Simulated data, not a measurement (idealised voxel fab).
process module | voxel self aligned vias
Section shown: cut. Width: 285 nm. Cell size: 5 nm, square.
The cross-sections in this document take the form of a grid made of square cells. They are written out as bands, in order from top to bottom. Each band consists of one or more rows of cells.
First you get the band's top height and its bottom height, in nm, and then the materials it's made of, left to right, with each width in nm. If you see a single material with "everywhere", that one covers the band edge to edge. "blank" is empty space.
Heights are measured from 0, the level below which the as-received wafer is all one material; the lowest band has no bottom and continues downward, written as in "0 down".
A width given as "30->40" starts at the first number in the band's top row and ends at the second number in its bottom row, shifting by an equal amount at every step from row to row.
The designation "no modification", where it is given for a processing step, indicates that no cell of the cross-section was altered in the course of that step.
What "Trapped cavities" gives you is every empty space of 8 cells or more that is cut off from the top. Each appears as width x height at distance, with the distance taken from the left edge and width, height and distance all in nm.
The remark found on a step's line after its settings is issued by the simulator itself and pertains to that step.
On any step carrying a mask, the "overlay nm" setting, if present on the step's line, tells how far right of its planned place the mask lay; negative values point to the left.

-- Here's what the planned process steps look like
1,RECEIVE with material Si
2,CONFORMAL_DEP with material SiO2, thk nm 15
3,CONFORMAL_DEP with material SiCN, thk nm 5
4,DIRECTIONAL_DEP with material SiO2, thk nm 20
5,PATTERN with tone open, mask id LINES, material resist, width nm 20, pitch nm 45, thk nm 15, overlay nm 0
6,DIRECTIONAL_ETCH with etch materials SiO2, depth nm 20
7,STRIP with etch materials resist
8,CONFORMAL_DEP with material TiN, thk nm 5
9,FILL_DEP with material W, thk nm 5
10,CMP with height nm 40
11,SELECTIVE_ETCH with etch materials W Ru TiN, depth nm 5
12,FILL_DEP with material SiN, thk nm 10
13,CMP with height nm 40
14,DIRECTIONAL_DEP with material SiO2, thk nm 15
15,DIRECTIONAL_DEP with material aC, thk nm 15
16,PATTERN with tone open, mask id VIAS, material resist, width nm 30, thk nm 30, overlay nm 0
17,DIRECTIONAL_ETCH with etch materials aC, depth nm 15
18,STRIP with etch materials resist
19,DIRECTIONAL_ETCH with etch materials SiO2, depth nm 15
20,DIRECTIONAL_ETCH with etch materials SiN, depth nm 5
21,STRIP with etch materials aC
22,CONFORMAL_DEP with material TiN, thk nm 5
23,FILL_DEP with material W, thk nm 5
24,CMP with height nm 55
25,CONFORMAL_DEP with material SiN, thk nm 5

-- Step 1 complete: cross-section of the wafer as received
0 down: Si everywhere
Trapped cavities: none

-- End-of-module cross-section of the first of two wafers, processed as planned
60 to 55: SiN everywhere
55 to 45: 105 of SiO2 / 5 of TiN / 20 of W / 5 of TiN / 150 of SiO2
45 to 40: 105 of SiO2 / 10 of TiN / 10 of W / 10 of TiN / 150 of SiO2
40 to 35: 110 of SiO2 / 20 of TiN / 25 of SiO2 / 20 of SiN / 110 of SiO2
35 to 25: 110 of SiO2 / 5 of TiN / 10 of W / 5 of TiN / 25 of SiO2 / 5 of TiN / 10 of W / 5 of TiN / 110 of SiO2
25 to 20: 110 of SiO2 / 20 of TiN / 25 of SiO2 / 20 of TiN / 110 of SiO2
20 to 15: SiCN everywhere
15 to 0: SiO2 everywhere
0 down: Si everywhere
Trapped cavities: none

-- Cross-sectional image of the second wafer of the two following completion of the module. Starting state and process plan were the same as for the first wafer; one execution error occurred
60 to 55: SiN everywhere
55 to 45: 105 of SiO2 / 5 of TiN / 20 of SiCN / 5 of TiN / 150 of SiO2
45 to 40: 105 of SiO2 / 10 of TiN / 10 of SiCN / 10 of TiN / 150 of SiO2
40 to 35: 110 of SiO2 / 20 of TiN / 25 of SiO2 / 20 of SiN / 110 of SiO2
35 to 25: 110 of SiO2 / 5 of TiN / 10 of W / 5 of TiN / 25 of SiO2 / 5 of TiN / 10 of W / 5 of TiN / 110 of SiO2
25 to 20: 110 of SiO2 / 20 of TiN / 25 of SiO2 / 20 of TiN / 110 of SiO2
20 to 15: SiCN everywhere
15 to 0: SiO2 everywhere
0 down: Si everywhere
Trapped cavities: none
What was done differently from what was planned? so step 23 ended up running with a different setting than we planned, it ran as FILL_DEP with material SiCN, thk nm 5
The final cell counts differ between the wafers, with the second having more or fewer of some materials than the first: SiCN +10 | W -10
